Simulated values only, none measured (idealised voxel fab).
Name of the process module below: voxel self aligned contacts
This is section cut - it's 225 nm across, gridded in 5 nm square cells.
We lay out every cross-section as a grid of square cells and spell it out in bands from the top down, where one band means one or more rows of cells.
Per band: top height and bottom height in nm, followed by the left-to-right materials and their widths in nm; "full width" marks a single material spanning edge to edge, "empty" marks empty space.
Height 0 is the level under which the wafer as received is all one material. The lowest band goes on downwards, as in "0..down".
When a width is written as two numbers, as in "30 to 40", the first number is the width in the top row of cells of the band and the second is the width in its bottom row, and the width changes by the same amount from each row to the next.
Reading "no alterations made" for a step: not a cell of the cross-section changed in it.
You'll see "Sealed voids" listing empty spaces that have no way open to the top, as long as they're 8 cells or more; the notation is width x height at distance, where the distance is from the left edge, and all of it is in nm.
Note: text after step settings on the step line = simulator remark on that step.
The optional step-line setting "overlay nm" applies to steps with a mask and quantifies how far to the right of its planned location the mask lay, a negative value indicating leftward placement.
Heads up before you read on: it's before/after pairs around one process step each, after side only down to the lowest band that changed, step plus settings under the pair. Pairs can be from different runs of this module, same starting wafer, so only chain a pair onto the one above if its "Pre-step snapshot" entry says so.

**Pre-step snapshot**
* 75..60 | 55 of aC / 50 of empty / 15 of aC / 50 of empty / 55 of aC
* 60..50 | SiO2 full width
* 50..30 | 15 of SiO2 / 45 of SiN / 20 of SiO2 / 45 of SiN / 20 of SiO2 / 45 of SiN / 35 of SiO2
* 30..0 | 15 of SiO2 / 5 of SiN / 35 of polySi / 5 of SiN / 20 of SiO2 / 5 of SiN / 35 of polySi / 5 of SiN / 20 of SiO2 / 5 of SiN / 35 of polySi / 5 of SiN / 35 of SiO2
* 0..-5 | SiO2 full width
* -5..down | Si full width
* Sealed voids: none

**Resultant Cross-Section**
* 75..60 | 55 of aC / 50 of empty / 15 of aC / 50 of empty / 55 of aC
* 60..50 | 55 of SiO2 / 50 of empty / 15 of SiO2 / 50 of empty / 55 of SiO2
* 50..30 | 15 of SiO2 / 45 of SiN / 20 of empty / 45 of SiN / 20 of empty / 45 of SiN / 35 of SiO2
* 30..0 | 15 of SiO2 / 5 of SiN / 35 of polySi / 5 of SiN / 20 of empty / 5 of SiN / 35 of polySi / 5 of SiN / 20 of empty / 5 of SiN / 35 of polySi / 5 of SiN / 35 of SiO2
* 0..-5 | 60 of SiO2 / 20 of empty / 45 of SiO2 / 20 of empty / 80 of SiO2
* No changes below -5.
* Sealed voids: none
To go from the before cross-section above to the after cross-section, apply DIRECTIONAL_ETCH [etch materials SiO2] [depth nm 65]

Pre-step snapshot: this step begins from the cross-section that the pair just above shows after its step.

**Resultant Cross-Section**
* 60..50 | 55 of SiO2 / 50 of empty / 15 of SiO2 / 50 of empty / 55 of SiO2
* No changes below 50.
* Sealed voids: none
To go from the before cross-section above to the after cross-section, apply STRIP [etch materials aC]

Pre-step snapshot: this step begins from the cross-section that the pair just above shows after its step.

**Resultant Cross-Section**
* 65..60 | 60 of TiN / 40 of empty / 25 of TiN / 40 of empty / 60 of TiN
* 60..50 | 55 of SiO2 / 5 to 10 of TiN / 40 to 10 of empty / 5 to 30 of TiN / 15 of SiO2 / 5 to 10 of TiN / 40 to 10 of empty / 5 to 30 of TiN / 55 of SiO2
* 50..30 | 15 of SiO2 / 45 of SiN / 5 of TiN / 10 of empty / 5 of TiN / 45 of SiN / 5 of TiN / 10 of empty / 5 of TiN / 45 of SiN / 35 of SiO2
* 30..0 | 15 of SiO2 / 5 of SiN / 35 of polySi / 5 of SiN / 5 of TiN / 10 of empty / 5 of TiN / 5 of SiN / 35 of polySi / 5 of SiN / 5 of TiN / 10 of empty / 5 of TiN / 5 of SiN / 35 of polySi / 5 of SiN / 35 of SiO2
* 0..-5 | 60 of SiO2 / 20 of TiN / 45 of SiO2 / 20 of TiN / 80 of SiO2
* No changes below -5.
* Sealed voids: none
To go from the before cross-section above to the after cross-section, apply CONFORMAL_DEP [material TiN] [thk nm 5]

Pre-step snapshot: this step begins from the cross-section that the pair just above shows after its step.

**Resultant Cross-Section**
* 75..65 | W full width
* 65..60 | 60 of TiN / 40 of W / 25 of TiN / 40 of W / 60 of TiN
* 60..50 | 55 of SiO2 / 5 to 10 of TiN / 40 to 10 of W / 5 to 30 of TiN / 15 of SiO2 / 5 to 10 of TiN / 40 to 10 of W / 5 to 30 of TiN / 55 of SiO2
* 50..30 | 15 of SiO2 / 45 of SiN / 5 of TiN / 10 of W / 5 of TiN / 45 of SiN / 5 of TiN / 10 of W / 5 of TiN / 45 of SiN / 35 of SiO2
* 30..0 | 15 of SiO2 / 5 of SiN / 35 of polySi / 5 of SiN / 5 of TiN / 10 of W / 5 of TiN / 5 of SiN / 35 of polySi / 5 of SiN / 5 of TiN / 10 of W / 5 of TiN / 5 of SiN / 35 of polySi / 5 of SiN / 35 of SiO2
* No changes below 0.
* Sealed voids: none
To go from the before cross-section above to the after cross-section, apply FILL_DEP [material W] [thk nm 10]

Pre-step snapshot: this step begins from the cross-section that the pair just above shows after its step.

**Resultant Cross-Section**
* 60..50 | 55 of SiO2 / 5 to 10 of TiN / 40 to 10 of W / 5 to 30 of TiN / 15 of SiO2 / 5 to 10 of TiN / 40 to 10 of W / 5 to 30 of TiN / 55 of SiO2
* No changes below 50.
* Sealed voids: none
To go from the before cross-section above to the after cross-section, apply CMP [height nm 60]

Pre-step snapshot: this step begins from the cross-section that the pair just above shows after its step.

**Resultant Cross-Section**
* 65..60 | SiN full width
* No changes below 60.
* Sealed voids: none
To go from the before cross-section above to the after cross-section, apply CONFORMAL_DEP [material SiN] [thk nm 5]

**Pre-step snapshot**
* 30..0 | polySi full width
* 0..-5 | SiO2 full width
* -5..down | Si full width
* Sealed voids: none

**Resultant Cross-Section**
* 50..30 | TiN full width
* No changes below 30.
* Sealed voids: none
To go from the before cross-section above to the after cross-section, apply DIRECTIONAL_DEP [material TiN] [thk nm 20]

Pre-step snapshot: this step begins from the cross-section that the pair just above shows after its step.

**Resultant Cross-Section**
* 65..50 | 30 of empty / 35 of resist / 30 of empty / 35 of resist / 30 of empty / 35 of resist / 30 of empty
* No changes below 50.
* Sealed voids: none
To go from the before cross-section above to the after cross-section, apply PATTERN [tone cover] [mask id GATE] [material resist] [width nm 35] [pitch nm 65] [thk nm 15] [overlay nm 0]

Pre-step snapshot: this step begins from the cross-section that the pair just above shows after its step.

**Resultant Cross-Section**
* 50..30 | TiN full width
* No changes below 30.
* Sealed voids: none
To go from the before cross-section above to the after cross-section, apply STRIP [etch materials resist]

Pre-step snapshot: this step begins from the cross-section that the pair just above shows after its step.

**Resultant Cross-Section**
* 55..50 | SiN full width
* No changes below 50.
* Sealed voids: none
To go from the before cross-section above to the after cross-section, apply CONFORMAL_DEP [material SiN] [thk nm 5]

Pre-step snapshot: this step begins from the cross-section that the pair just above shows after its step.

**Resultant Cross-Section**
* 50..30 | TiN full width
* No changes below 30.
* Sealed voids: none
To go from the before cross-section above to the after cross-section, apply DIRECTIONAL_ETCH [etch materials SiN] [depth nm 5]

Pre-step snapshot: this step begins from the cross-section that the pair just above shows after its step.

**Resultant Cross-Section**
* 65..50 | SiO2 full width
* No changes below 50.
* Sealed voids: none
To go from the before cross-section above to the after cross-section, apply FILL_DEP [material SiO2] [thk nm 15]

Pre-step snapshot: this step begins from the cross-section that the pair just above shows after its step.

**Resultant Cross-Section**
* 60..50 | SiO2 full width
* No changes below 50.
* Sealed voids: none
To go from the before cross-section above to the after cross-section, apply CMP [height nm 60]

Pre-step snapshot: this step begins from the cross-section that the pair just above shows after its step.

**Resultant Cross-Section**
* 75..60 | aC full width
* No changes below 60.
* Sealed voids: none
To go from the before cross-section above to the after cross-section, apply DIRECTIONAL_DEP [material aC] [thk nm 15]

Pre-step snapshot: this step begins from the cross-section that the pair just above shows after its step.

**Resultant Cross-Section**
* 105..75 | 55 of resist / 50 of empty / 15 of resist / 50 of empty / 55 of resist
* No changes below 75.
* Sealed voids: none
To go from the before cross-section above to the after cross-section, apply PATTERN [tone open] [mask id CONTACT] [material resist] [width nm 50] [pitch nm 65] [thk nm 30] [overlay nm 0]

Pre-step snapshot: this step begins from the cross-section that the pair just above shows after its step.

**Resultant Cross-Section**
* 90..75 | 55 of resist / 50 of empty / 15 of resist / 50 of empty / 55 of resist
* 75..60 | 55 of aC / 50 of empty / 15 of aC / 50 of empty / 55 of aC
* No changes below 60.
* Sealed voids: none
To go from the before cross-section above to the after cross-section, apply DIRECTIONAL_ETCH [etch materials aC] [depth nm 15]

Pre-step snapshot: this step begins from the cross-section that the pair just above shows after its step.

**Resultant Cross-Section**
* 75..60 | 55 of aC / 50 of empty / 15 of aC / 50 of empty / 55 of aC
* No changes below 60.
* Sealed voids: none
To go from the before cross-section above to the after cross-section, apply STRIP [etch materials resist]

Pre-step snapshot: this step begins from the cross-section that the pair just above shows after its step.

**Resultant Cross-Section**
* 75..60 | 55 of aC / 50 of empty / 15 of aC / 50 of empty / 55 of aC
* 60..50 | 55 of SiO2 / 50 of empty / 15 of SiO2 / 50 of empty / 55 of SiO2
* No changes below 50.
* Sealed voids: none
To go from the before cross-section above to the after cross-section, apply DIRECTIONAL_ETCH [etch materials SiO2] [depth nm 65]

Pre-step snapshot: this step begins from the cross-section that the pair just above shows after its step.

**Resultant Cross-Section**
* 60..50 | 55 of SiO2 / 50 of empty / 15 of SiO2 / 50 of empty / 55 of SiO2
* No changes below 50.
* Sealed voids: none
To go from the before cross-section above to the after cross-section, apply STRIP [etch materials aC]

Pre-step snapshot: this step begins from the cross-section that the pair just above shows after its step.

**Resultant Cross-Section**
* 65..60 | 60 of TiN / 40 of empty / 25 of TiN / 40 of empty / 60 of TiN
* 60..55 | 55 of SiO2 / 5 of TiN / 40 of empty / 5 of TiN / 15 of SiO2 / 5 of TiN / 40 of empty / 5 of TiN / 55 of SiO2
* 55..50 | 55 of SiO2 / 50 of TiN / 15 of SiO2 / 50 of TiN / 55 of SiO2
* No changes below 50.
* Sealed voids: none
To go from the before cross-section above to the after cross-section, apply CONFORMAL_DEP [material TiN] [thk nm 5]

Pre-step snapshot: this step begins from the cross-section that the pair just above shows after its step.

**Resultant Cross-Section**
* 75..65 | W full width
* 65..60 | 60 of TiN / 40 of W / 25 of TiN / 40 of W / 60 of TiN
* 60..55 | 55 of SiO2 / 5 of TiN / 40 of W / 5 of TiN / 15 of SiO2 / 5 of TiN / 40 of W / 5 of TiN / 55 of SiO2
* No changes below 55.
* Sealed voids: none
To go from the before cross-section above to the after cross-section, apply FILL_DEP [material W] [thk nm 10]

Pre-step snapshot: this step begins from the cross-section that the pair just above shows after its step.

**Resultant Cross-Section**
* 60..55 | 55 of SiO2 / 5 of TiN / 40 of W / 5 of TiN / 15 of SiO2 / 5 of TiN / 40 of W / 5 of TiN / 55 of SiO2
* No changes below 55.
* Sealed voids: none
To go from the before cross-section above to the after cross-section, apply CMP [height nm 60]

Pre-step snapshot: this step begins from the cross-section that the pair just above shows after its step.

**Resultant Cross-Section**
* 65..60 | SiN full width
* No changes below 60.
* Sealed voids: none
To go from the before cross-section above to the after cross-section, apply CONFORMAL_DEP [material SiN] [thk nm 5]

**Pre-step snapshot**
* 75..60 | aC full width
* 60..50 | SiO2 full width
* 50..30 | 25 of SiO2 / 45 of SiN / 20 of SiO2 / 45 of SiN / 20 of SiO2 / 45 of SiN / 25 of SiO2
* 30..0 | 25 of SiO2 / 5 of SiN / 35 of polySi / 5 of SiN / 20 of SiO2 / 5 of SiN / 35 of polySi / 5 of SiN / 20 of SiO2 / 5 of SiN / 35 of polySi / 5 of SiN / 25 of SiO2
* 0..-5 | SiO2 full width
* -5..down | Si full width
* Sealed voids: none

**Resultant Cross-Section**
* 105..75 | 55 of empty / 50 of resist / 15 of empty / 50 of resist / 55 of empty
* No changes below 75.
* Sealed voids: none
To go from the before cross-section above to the after cross-section, apply PATTERN [tone cover] [mask id CONTACT] [material resist] [width nm 50] [pitch nm 65] [thk nm 30] [overlay nm 0]

Pre-step snapshot: this step begins from the cross-section that the pair just above shows after its step.

**Resultant Cross-Section**
* 90..75 | 55 of empty / 50 of resist / 15 of empty / 50 of resist / 55 of empty
* 75..60 | 55 of empty / 50 of aC / 15 of empty / 50 of aC / 55 of empty
* No changes below 60.
* Sealed voids: none
To go from the before cross-section above to the after cross-section, apply DIRECTIONAL_ETCH [etch materials aC] [depth nm 15]

Pre-step snapshot: this step begins from the cross-section that the pair just above shows after its step.

**Resultant Cross-Section**
* 75..60 | 55 of empty / 50 of aC / 15 of empty / 50 of aC / 55 of empty
* No changes below 60.
* Sealed voids: none
To go from the before cross-section above to the after cross-section, apply STRIP [etch materials resist]

Pre-step snapshot: this step begins from the cross-section that the pair just above shows after its step.

**Resultant Cross-Section**
* 75..60 | 55 of empty / 50 of aC / 15 of empty / 50 of aC / 55 of empty
* 60..50 | 55 of empty / 50 of SiO2 / 15 of empty / 50 of SiO2 / 55 of empty
* 50..30 | 25 of empty / 45 of SiN / 20 of SiO2 / 45 of SiN / 20 of SiO2 / 45 of SiN / 25 of empty
* 30..0 | 25 of empty / 5 of SiN / 35 of polySi / 5 of SiN / 20 of SiO2 / 5 of SiN / 35 of polySi / 5 of SiN / 20 of SiO2 / 5 of SiN / 35 of polySi / 5 of SiN / 25 of empty
* 0..-5 | 25 of empty / 175 of SiO2 / 25 of empty
* No changes below -5.
* Sealed voids: none
To go from the before cross-section above to the after cross-section, apply DIRECTIONAL_ETCH [etch materials SiO2] [depth nm 65]

Pre-step snapshot: this step begins from the cross-section that the pair just above shows after its step.

**Resultant Cross-Section**
* 60..50 | 55 of empty / 50 of SiO2 / 15 of empty / 50 of SiO2 / 55 of empty
* No changes below 50.
* Sealed voids: none
To go from the before cross-section above to the after cross-section, apply STRIP [etch materials aC]

Pre-step snapshot: this step begins from the cross-section that the pair just above shows after its step.

**Resultant Cross-Section**
* 65..60 | 50 of empty / 60 of TiN / 5 of empty / 60 of TiN / 50 of empty
* 60..55 | 50 of empty / 5 of TiN / 50 of SiO2 / 5 of TiN / 5 of empty / 5 of TiN / 50 of SiO2 / 5 of TiN / 50 of empty
* 55..50 | 20 of empty / 35 of TiN / 50 of SiO2 / 15 of TiN / 50 of SiO2 / 35 of TiN / 20 of empty
* 50..30 | 20 of empty / 5 of TiN / 45 of SiN / 20 of SiO2 / 45 of SiN / 20 of SiO2 / 45 of SiN / 5 of TiN / 20 of empty
* 30..0 | 20 of empty / 5 of TiN / 5 of SiN / 35 of polySi / 5 of SiN / 20 of SiO2 / 5 of SiN / 35 of polySi / 5 of SiN / 20 of SiO2 / 5 of SiN / 35 of polySi / 5 of SiN / 5 of TiN / 20 of empty
* 0..-5 | 25 of TiN / 175 of SiO2 / 25 of TiN
* No changes below -5.
* Sealed voids: none
To go from the before cross-section above to the after cross-section, apply CONFORMAL_DEP [material TiN] [thk nm 5]

Pre-step snapshot: this step begins from the cross-section that the pair just above shows after its step.

**Resultant Cross-Section**
* 75..65 | W full width
* 65..60 | 50 of W / 60 of TiN / 5 of W / 60 of TiN / 50 of W
* 60..55 | 50 of W / 5 of TiN / 50 of SiO2 / 5 of TiN / 5 of W / 5 of TiN / 50 of SiO2 / 5 of TiN / 50 of W
* 55..50 | 20 of W / 35 of TiN / 50 of SiO2 / 15 of TiN / 50 of SiO2 / 35 of TiN / 20 of W
* 50..30 | 20 of W / 5 of TiN / 45 of SiN / 20 of SiO2 / 45 of SiN / 20 of SiO2 / 45 of SiN / 5 of TiN / 20 of W
* 30..0 | 20 of W / 5 of TiN / 5 of SiN / 35 of polySi / 5 of SiN / 20 of SiO2 / 5 of SiN / 35 of polySi / 5 of SiN / 20 of SiO2 / 5 of SiN / 35 of polySi / 5 of SiN / 5 of TiN / 20 of W
* No changes below 0.
* Sealed voids: none
To go from the before cross-section above to the after cross-section, apply FILL_DEP [material W] [thk nm 10]

Pre-step snapshot: this step begins from the cross-section that the pair just above shows after its step.

**Resultant Cross-Section**
* 60..55 | 50 of W / 5 of TiN / 50 of SiO2 / 5 of TiN / 5 of W / 5 of TiN / 50 of SiO2 / 5 of TiN / 50 of W
* No changes below 55.
* Sealed voids: none
To go from the before cross-section above to the after cross-section, apply CMP [height nm 60]

Pre-step snapshot: this step begins from the cross-section that the pair just above shows after its step.

**Resultant Cross-Section**
* 65..60 | SiN full width
* No changes below 60.
* Sealed voids: none
To go from the before cross-section above to the after cross-section, apply CONFORMAL_DEP [material SiN] [thk nm 5]
